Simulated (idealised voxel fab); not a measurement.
Process module, titled voxel lift off
Cross-section cut spans 295 nm and uses square cells 5 nm in size.
Square cells in a grid make up a cross-section in this document, and the grid is given as bands, listed from the top down, each one or more rows of cells.
Band: top height; bottom height; in nm. Then, left to right: material with width in nm, for each material. "full width": a single material spanning edge to edge. "air": empty space.
Counting heights begins at 0, where everything beneath is, in the wafer as received, one material. The lowest band has no bottom; it goes on downwards, as "0 -> down" shows.
Width spec "30->40" -> top row of cells at first value, bottom row at second value, equal per-row change in between.
For the purposes of this document, the phrase "everything unchanged" attached to a step denotes that no cell within the cross-section was modified by that step.
Each empty space that has no open way to the top and spans at least 8 cells appears under "Closed-off voids" as width x height at distance, the distance counted from the left edge, all in nm.
Read whatever lies past the settings on a step's line as the simulator's own remark about the step.
overlay nm: where the mask lay relative to plan, measured to the right, on steps with a mask; negatives go left.
Steps planned for the process
| 1 | RECEIVE (material Si) |
| 2 | CONFORMAL_DEP (material SiN; thk nm 5) |
| 3 | PATTERN (tone open; mask id LINES; material resist; width nm 25; pitch nm 55; thk nm 30; overlay nm 0) |
| 4 | DIRECTIONAL_DEP (material Ru; thk nm 15) |
| 5 | STRIP (etch materials resist) |
| 6 | CONFORMAL_DEP (material SiN; thk nm 10) |
Cross-section: wafer on arrival = after step 1
	0 -> down = Si full width
	Closed-off voids: none
Run as planned - first of the two wafers cross-sectioned at the end of the module
	30 -> 20 = air 40 nm, then SiN 45 nm, then air 10 nm, then SiN 45 nm, then air 10 nm, then SiN 45 nm, then air 10 nm, then SiN 45 nm, then air 45 nm
	20 -> 15 = air 40 nm, then SiN 10 nm, then Ru 25 nm, then SiN 10 nm, then air 10 nm, then SiN 10 nm, then Ru 25 nm, then SiN 10 nm, then air 10 nm, then SiN 10 nm, then Ru 25 nm, then SiN 10 nm, then air 10 nm, then SiN 10 nm, then Ru 25 nm, then SiN 10 nm, then air 45 nm
	15 -> 5 = SiN 50 nm, then Ru 25 nm, then SiN 30 nm, then Ru 25 nm, then SiN 30 nm, then Ru 25 nm, then SiN 30 nm, then Ru 25 nm, then SiN 55 nm
	5 -> 0 = SiN full width
	0 -> down = Si full width
	Closed-off voids: none
Wafer two (of two), end-of-module cross-section: start = wafer one, plan = wafer one, one run mistake
	30 -> 20 = SiN 60 nm, then air 5 nm, then SiN 50 nm, then air 5 nm, then SiN 50 nm, then air 5 nm, then SiN 50 nm, then air 5 nm, then SiN 65 nm
	20 -> 15 = Ru 50 nm, then SiN 10 nm, then air 5 nm, then SiN 10 nm, then Ru 30 nm, then SiN 10 nm, then air 5 nm, then SiN 10 nm, then Ru 30 nm, then SiN 10 nm, then air 5 nm, then SiN 10 nm, then Ru 30 nm, then SiN 10 nm, then air 5 nm, then SiN 10 nm, then Ru 55 nm
	15 -> 5 = Ru 50 nm, then SiN 25 nm, then Ru 30 nm, then SiN 25 nm, then Ru 30 nm, then SiN 25 nm, then Ru 30 nm, then SiN 25 nm, then Ru 55 nm
	5 -> 0 = SiN full width
	0 -> down = Si full width
	Closed-off voids: none
Plan not followed: contrary to plan, step 3 was performed as PATTERN (tone cover; mask id LINES; material resist; width nm 25; pitch nm 55; thk nm 30; overlay nm 0)
Materials where the second wafer ends with more or fewer cells than the first: Ru: 57 more
